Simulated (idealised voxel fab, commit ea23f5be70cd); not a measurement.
process module | voxel self aligned contacts
cross-section cut | 275 nm wide | cells 5 nm
A cross-section is a grid of square cells, given in bands from the top down. A band is one or more rows of cells.
Each band's line starts with the height of the band's top and of its bottom, in nm. Then come its materials from left to right, each with its width in nm. One material with "throughout" fills the band from edge to edge. "air" is empty space.
Height 0 is the level under which the wafer as received is all one material. The lowest band goes on downwards, as in "0 down".
A width such as "30 to 40" changes by the same amount from each row of cells to the next, from the band's top row to its bottom row.
"no change" after a step means that no cell of the cross-section changed.
closed voids: empty space of 8 cells or more with no open way to the top, each as width x height at its distance from the left edge, in nm
after a step's settings: what the simulator itself notes on the step
overlay nm, on a step with a mask: how far to the right of its planned place the mask lay; to the left if negative
plan
1 op RECEIVE | material Si
2 op OXIDIZE | depth nm 5
3 op DIRECTIONAL_DEP | material polySi | thk nm 25
4 op DIRECTIONAL_DEP | material SiN | thk nm 15
5 op DIRECTIONAL_DEP | material aC | thk nm 10
6 op PATTERN | tone cover | mask id GATE | material resist | width nm 35 | pitch nm 65 | thk nm 25 | overlay nm 0
7 op DIRECTIONAL_ETCH | etch materials aC | depth nm 10
8 op STRIP | etch materials resist
9 op DIRECTIONAL_ETCH | etch materials SiN | depth nm 15
10 op DIRECTIONAL_ETCH | etch materials polySi | depth nm 25
11 op STRIP | etch materials aC
12 op CONFORMAL_DEP | material SiN | thk nm 5
13 op DIRECTIONAL_ETCH | etch materials SiN | depth nm 5
14 op FILL_DEP | material SiO2 | thk nm 20
15 op CMP | height nm 50
16 op DIRECTIONAL_DEP | material aC | thk nm 15
17 op PATTERN | tone open | mask id CONTACT | material resist | width nm 50 | thk nm 35 | overlay nm 0
18 op DIRECTIONAL_ETCH | etch materials aC | depth nm 15
19 op STRIP | etch materials resist
20 op DIRECTIONAL_ETCH | etch materials SiO2 | depth nm 55
21 op STRIP | etch materials aC
22 op CONFORMAL_DEP | material TiN | thk nm 5
23 op FILL_DEP | material Ru | thk nm 5
24 op CMP | height nm 50
25 op CONFORMAL_DEP | material SiN | thk nm 5
as received, after step 1
  0 down: Si throughout
  closed voids: none
a wafer at the end: this start, this plan, one mistake
  55 to 50: SiN throughout
  50 to 40: SiO2 110 | TiN 5 to 20 | Ru 40 to 10 | TiN 5 to 20 | SiO2 115
  40 to 25: SiO2 80 | SiN 45 | TiN 5 | Ru 10 | TiN 5 | SiN 45 | SiO2 85
  25 to 5: SiO2 80 | SiN 5 | polySi 35 | SiN 5 | TiN 5 | Ru 10 | TiN 5 | SiN 5 | polySi 35 | SiN 5 | SiO2 85
  5 to 0: SiO2 80 | SiN 5 | polySi 35 | SiN 5 | TiN 20 | SiN 5 | polySi 35 | SiN 5 | SiO2 85
  0 down: Si throughout
  closed voids: none
what went wrong: step 2 was left out
